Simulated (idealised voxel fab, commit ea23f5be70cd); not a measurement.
Title: Process Module voxel air gaps
In the cross-section labelled cut, the width is 220 nm and each square cell is 5 nm.
Cross-section, as written here: a square-cell grid given band by band from the top down, where a band holds one or more rows of cells. Basically the band line says how high the top is and how high the bottom is, in nm, and then what's in it from left to right, every material with its width in nm. Empty space shows up as "empty", and if a single material carries "full width" it runs the full band edge to edge. Height 0 is the level under which the wafer as received is all one material. The lowest band goes on downwards, as in "0 -> down". A two-number width, for instance "30 to 40", indicates that the width is equal to the first number in the top row of the band and to the second number in the bottom row, and that it changes by a constant amount per row of cells. "no change occurred" -> step changed no cross-section cell. "Completely enclosed voids": sealed empty spaces, 8 cells or more, no open way to top, listed width x height at distance, with distance from the left edge and width, height and distance in nm. It should be noted that, on the line of a given step, the content following the step's settings is a remark produced by the simulator itself with respect to that step. Each step line may optionally specify "overlay nm", which for a step with a mask gives the rightward distance between the mask's planned place and where it lay, a negative value indicating the leftward direction.
**The steps planned for the process are as follows**
step 1: RECEIVE,material Si
step 2: CONFORMAL_DEP,material SiO2,thk nm 15
step 3: CONFORMAL_DEP,material SiCN,thk nm 5
step 4: DIRECTIONAL_DEP,material SiO2,thk nm 30
step 5: DIRECTIONAL_DEP,material aC,thk nm 10
step 6: PATTERN,tone open,mask id LINES,material resist,width nm 20,pitch nm 45,thk nm 30,overlay nm 0
step 7: DIRECTIONAL_ETCH,etch materials aC,depth nm 10
step 8: STRIP,etch materials resist
step 9: DIRECTIONAL_ETCH,etch materials SiO2,depth nm 30
step 10: STRIP,etch materials aC
step 11: CONFORMAL_DEP,material TiN,thk nm 5
step 12: FILL_DEP,material W,thk nm 10
step 13: CMP,height nm 50
step 14: EPI,material Ru,thk nm 10
step 15: SELECTIVE_ETCH,etch materials SiO2,depth nm 40
step 16: CONFORMAL_DEP,material SiCN,thk nm 5
**Wafer, first of two, run as planned**
**Received-state cross-section, reflecting completion of step 1**
> 0 -> down = Si full width
> Completely enclosed voids: none
**How the wafer stands in section after step 2**
> 15 -> 0 = SiO2 full width
> At heights below 0, the structure remains unaltered.
**How the wafer stands in section after step 3**
> 20 -> 15 = SiCN full width
> At heights below 15, the structure remains unaltered.
**How the wafer stands in section after step 4**
> 50 -> 20 = SiO2 full width
> At heights below 20, the structure remains unaltered.
**How the wafer stands in section after step 5**
> 60 -> 50 = aC full width
> At heights below 50, the structure remains unaltered.
**How the wafer stands in section after step 6**
> 90 -> 60 = 30 of resist, 20 of empty, 25 of resist, 20 of empty, 25 of resist, 20 of empty, 25 of resist, 20 of empty, 35 of resist
> At heights below 60, the structure remains unaltered.
**How the wafer stands in section after step 7**
> 80 -> 60 = 30 of resist, 20 of empty, 25 of resist, 20 of empty, 25 of resist, 20 of empty, 25 of resist, 20 of empty, 35 of resist
> 60 -> 50 = 30 of aC, 20 of empty, 25 of aC, 20 of empty, 25 of aC, 20 of empty, 25 of aC, 20 of empty, 35 of aC
> At heights below 50, the structure remains unaltered.
**How the wafer stands in section after step 8**
> 60 -> 50 = 30 of aC, 20 of empty, 25 of aC, 20 of empty, 25 of aC, 20 of empty, 25 of aC, 20 of empty, 35 of aC
> At heights below 50, the structure remains unaltered.
**How the wafer stands in section after step 9**
> 60 -> 50 = 30 of aC, 20 of empty, 25 of aC, 20 of empty, 25 of aC, 20 of empty, 25 of aC, 20 of empty, 35 of aC
> 50 -> 20 = 30 of SiO2, 20 of empty, 25 of SiO2, 20 of empty, 25 of SiO2, 20 of empty, 25 of SiO2, 20 of empty, 35 of SiO2
> At heights below 20, the structure remains unaltered.
**How the wafer stands in section after step 10**
> 50 -> 20 = 30 of SiO2, 20 of empty, 25 of SiO2, 20 of empty, 25 of SiO2, 20 of empty, 25 of SiO2, 20 of empty, 35 of SiO2
> At heights below 20, the structure remains unaltered.
**How the wafer stands in section after step 11**
> 55 -> 50 = 35 of TiN, 10 of empty, 35 of TiN, 10 of empty, 35 of TiN, 10 of empty, 35 of TiN, 10 of empty, 40 of TiN
> 50 -> 25 = 30 of SiO2, 5 of TiN, 10 of empty, 5 of TiN, 25 of SiO2, 5 of TiN, 10 of empty, 5 of TiN, 25 of SiO2, 5 of TiN, 10 of empty, 5 of TiN, 25 of SiO2, 5 of TiN, 10 of empty, 5 of TiN, 35 of SiO2
> 25 -> 20 = 30 of SiO2, 20 of TiN, 25 of SiO2, 20 of TiN, 25 of SiO2, 20 of TiN, 25 of SiO2, 20 of TiN, 35 of SiO2
> At heights below 20, the structure remains unaltered.
**How the wafer stands in section after step 12**
> 65 -> 55 = W full width
> 55 -> 50 = 35 of TiN, 10 of W, 35 of TiN, 10 of W, 35 of TiN, 10 of W, 35 of TiN, 10 of W, 40 of TiN
> 50 -> 25 = 30 of SiO2, 5 of TiN, 10 of W, 5 of TiN, 25 of SiO2, 5 of TiN, 10 of W, 5 of TiN, 25 of SiO2, 5 of TiN, 10 of W, 5 of TiN, 25 of SiO2, 5 of TiN, 10 of W, 5 of TiN, 35 of SiO2
> At heights below 25, the structure remains unaltered.
**How the wafer stands in section after step 13**
> 50 -> 25 = 30 of SiO2, 5 of TiN, 10 of W, 5 of TiN, 25 of SiO2, 5 of TiN, 10 of W, 5 of TiN, 25 of SiO2, 5 of TiN, 10 of W, 5 of TiN, 25 of SiO2, 5 of TiN, 10 of W, 5 of TiN, 35 of SiO2
> At heights below 25, the structure remains unaltered.
**How the wafer stands in section after step 14**
> 60 -> 50 = 20 of empty, 40 of Ru, 5 of empty, 40 of Ru, 5 of empty, 40 of Ru, 5 of empty, 40 of Ru, 25 of empty
> At heights below 50, the structure remains unaltered.
**How the wafer stands in section after step 15**
> 60 -> 50 = 20 of empty, 40 of Ru, 5 of empty, 40 of Ru, 5 of empty, 40 of Ru, 5 of empty, 40 of Ru, 25 of empty
> 50 -> 25 = 30 of empty, 5 of TiN, 10 of W, 5 of TiN, 25 of empty, 5 of TiN, 10 of W, 5 of TiN, 25 of empty, 5 of TiN, 10 of W, 5 of TiN, 25 of empty, 5 of TiN, 10 of W, 5 of TiN, 35 of empty
> 25 -> 20 = 30 of empty, 20 of TiN, 25 of empty, 20 of TiN, 25 of empty, 20 of TiN, 25 of empty, 20 of TiN, 35 of empty
> At heights below 20, the structure remains unaltered.
**How the wafer stands in section after step 16**
> 65 -> 60 = 15 of empty, 185 of SiCN, 20 of empty
> 60 -> 50 = 15 of empty, 5 of SiCN, 40 of Ru, 5 of SiCN, 40 of Ru, 5 of SiCN, 40 of Ru, 5 of SiCN, 40 of Ru, 5 of SiCN, 20 of empty
> 50 -> 45 = 15 of empty, 15 of SiCN, 5 of TiN, 10 of W, 5 of TiN, 25 of SiCN, 5 of TiN, 10 of W, 5 of TiN, 25 of SiCN, 5 of TiN, 10 of W, 5 of TiN, 25 of SiCN, 5 of TiN, 10 of W, 5 of TiN, 15 of SiCN, 20 of empty
> 45 -> 25 = 25 of empty, 5 of SiCN, 5 of TiN, 10 of W, 5 of TiN, 5 of SiCN, 15 of empty, 5 of SiCN, 5 of TiN, 10 of W, 5 of TiN, 5 of SiCN, 15 of empty, 5 of SiCN, 5 of TiN, 10 of W, 5 of TiN, 5 of SiCN, 15 of empty, 5 of SiCN, 5 of TiN, 10 of W, 5 of TiN, 5 of SiCN, 30 of empty
> 25 -> 20 = 30 of SiCN, 20 of TiN, 25 of SiCN, 20 of TiN, 25 of SiCN, 20 of TiN, 25 of SiCN, 20 of TiN, 35 of SiCN
> At heights below 20, the structure remains unaltered.
> Completely enclosed voids: 15 x 20 at 55; 15 x 20 at 100; 15 x 20 at 145
**What follows concerns the second wafer, which started out like the first and was meant to follow the very same plan; one mistake crept in when it was run, but everything up to and including step 12 is the same as for the first wafer**
**Second wafer shown in cross-section at the time step 13 was slated to end**
> 60 -> 55 = W full width
> At heights below 55, the structure remains unaltered.
**Second wafer shown in cross-section at the time step 14 was slated to end**
> 70 -> 60 = Ru full width
> At heights below 60, the structure remains unaltered.
Second wafer shown in cross-section at the time step 15 was slated to end: no change occurred
**Second wafer shown in cross-section at the time step 16 was slated to end**
> 75 -> 70 = SiCN full width
> At heights below 70, the structure remains unaltered.
The mistake made against the process plan was this: step 13 went in with a setting other than planned; the actual run was CMP,height nm 60
Bottom line after processing is that, in cells, the second wafer is up or down on some materials versus the first: 24 more of Ru, 84 fewer of SiCN, 168 more of SiO2, 36 more of TiN, 52 more of W
Final closed voids: first wafer 3, second wafer 0.
